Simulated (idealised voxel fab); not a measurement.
process module | voxel self aligned vias
cross-section cut | 235 nm wide | cells 5 nm
A cross-section is a grid of square cells, given in bands from the top down. A band is one or more rows of cells.
Each band's line starts with the height of the band's top and of its bottom, in nm. Then come its materials from left to right, each with its width in nm. One material with "throughout" fills the band from edge to edge. "air" is empty space.
Height 0 is the level under which the wafer as received is all one material. The lowest band goes on downwards, as in "0 down".
A width such as "30 to 40" changes by the same amount from each row of cells to the next, from the band's top row to its bottom row.
"no change" after a step means that no cell of the cross-section changed.
closed voids: empty space of 8 cells or more with no open way to the top, each as width x height at its distance from the left edge, in nm
after a step's settings: what the simulator itself notes on the step
overlay nm, on a step with a mask: how far to the right of its planned place the mask lay; to the left if negative
plan
1 op RECEIVE | material Si
2 op CONFORMAL_DEP | material SiO2 | thk nm 10
3 op CONFORMAL_DEP | material SiCN | thk nm 5
4 op DIRECTIONAL_DEP | material SiO2 | thk nm 20
5 op PATTERN | tone open | mask id LINES | material resist | width nm 30 | pitch nm 70 | thk nm 20 | overlay nm 0
6 op DIRECTIONAL_ETCH | etch materials SiO2 | depth nm 20
7 op STRIP | etch materials resist
8 op CONFORMAL_DEP | material TiN | thk nm 5
9 op FILL_DEP | material Ru | thk nm 5
10 op CMP | height nm 35
11 op SELECTIVE_ETCH | etch materials W Ru TiN | depth nm 10
12 op FILL_DEP | material SiN | thk nm 5
13 op CMP | height nm 35
14 op DIRECTIONAL_DEP | material SiO2 | thk nm 15
15 op DIRECTIONAL_DEP | material aC | thk nm 15
16 op PATTERN | tone open | mask id VIAS | material resist | width nm 50 | pitch nm 70 | thk nm 35 | overlay nm -5
17 op DIRECTIONAL_ETCH | etch materials aC | depth nm 15
18 op STRIP | etch materials resist
19 op DIRECTIONAL_ETCH | etch materials SiO2 | depth nm 15
20 op DIRECTIONAL_ETCH | etch materials SiN | depth nm 10
21 op STRIP | etch materials aC
22 op CONFORMAL_DEP | material TiN | thk nm 5
23 op FILL_DEP | material W | thk nm 5
24 op CMP | height nm 50
25 op CONFORMAL_DEP | material SiCN | thk nm 5
varied across the wafers: overlay nm of step 16. The plan shows the first wafer's value. All wafers start alike
first wafer as received, after step 1
  0 down: Si throughout
  closed voids: none
first wafer at the end, after step 25
  55 to 50: SiCN throughout
  50 to 40: SiO2 15 | TiN 5 | W 40 | TiN 5 | SiO2 20 | TiN 5 | W 40 | TiN 5 | SiO2 20 | TiN 5 | W 40 | TiN 5 | SiO2 30
  40 to 30: SiO2 15 to 30 | TiN 20 to 5 | W 20 | TiN 10 to 5 | SiO2 20 to 40 | TiN 20 to 5 | W 20 | TiN 10 to 5 | SiO2 20 to 40 | TiN 20 to 5 | W 20 | TiN 10 to 5 | SiO2 30 to 35
  30 to 25: SiO2 30 | TiN 30 | SiO2 40 | TiN 30 | SiO2 40 | TiN 30 | SiO2 35
  25 to 20: SiO2 30 | TiN 5 | Ru 20 | TiN 5 | SiO2 40 | TiN 5 | Ru 20 | TiN 5 | SiO2 40 | TiN 5 | Ru 20 | TiN 5 | SiO2 35
  20 to 15: SiO2 30 | TiN 30 | SiO2 40 | TiN 30 | SiO2 40 | TiN 30 | SiO2 35
  15 to 10: SiCN throughout
  10 to 0: SiO2 throughout
  0 down: Si throughout
  closed voids: none
last wafer at the end
  55 to 50: SiCN throughout
  50 to 40: SiO2 30 | TiN 5 | W 40 | TiN 5 | SiO2 20 | TiN 5 | W 40 | TiN 5 | SiO2 20 | TiN 5 | W 40 | TiN 5 | SiO2 15
  40 to 30: SiO2 30 | TiN 5 | W 20 | TiN 25 to 5 | SiO2 20 to 40 | TiN 5 | W 20 | TiN 25 to 5 | SiO2 20 to 40 | TiN 5 | W 20 | TiN 25 to 5 | SiO2 15 to 35
  30 to 25: SiO2 30 | TiN 30 | SiO2 40 | TiN 30 | SiO2 40 | TiN 30 | SiO2 35
  25 to 20: SiO2 30 | TiN 5 | Ru 20 | TiN 5 | SiO2 40 | TiN 5 | Ru 20 | TiN 5 | SiO2 40 | TiN 5 | Ru 20 | TiN 5 | SiO2 35
  20 to 15: SiO2 30 | TiN 30 | SiO2 40 | TiN 30 | SiO2 40 | TiN 30 | SiO2 35
  15 to 10: SiCN throughout
  10 to 0: SiO2 throughout
  0 down: Si throughout
  closed voids: none
each wafer at the end: cells of each material gained (+) or lost (-) since it was received, then its closed voids
overlay nm -5 | +12 Ru | +94 SiCN | +261 SiO2 | +78 TiN | +72 W | closed voids: none
overlay nm 0 | +12 Ru | +94 SiCN | +261 SiO2 | +78 TiN | +72 W | closed voids: none
overlay nm 5 | +12 Ru | +94 SiCN | +261 SiO2 | +78 TiN | +72 W | closed voids: none
overlay nm 10 | +12 Ru | +94 SiCN | +261 SiO2 | +78 TiN | +72 W | closed voids: none
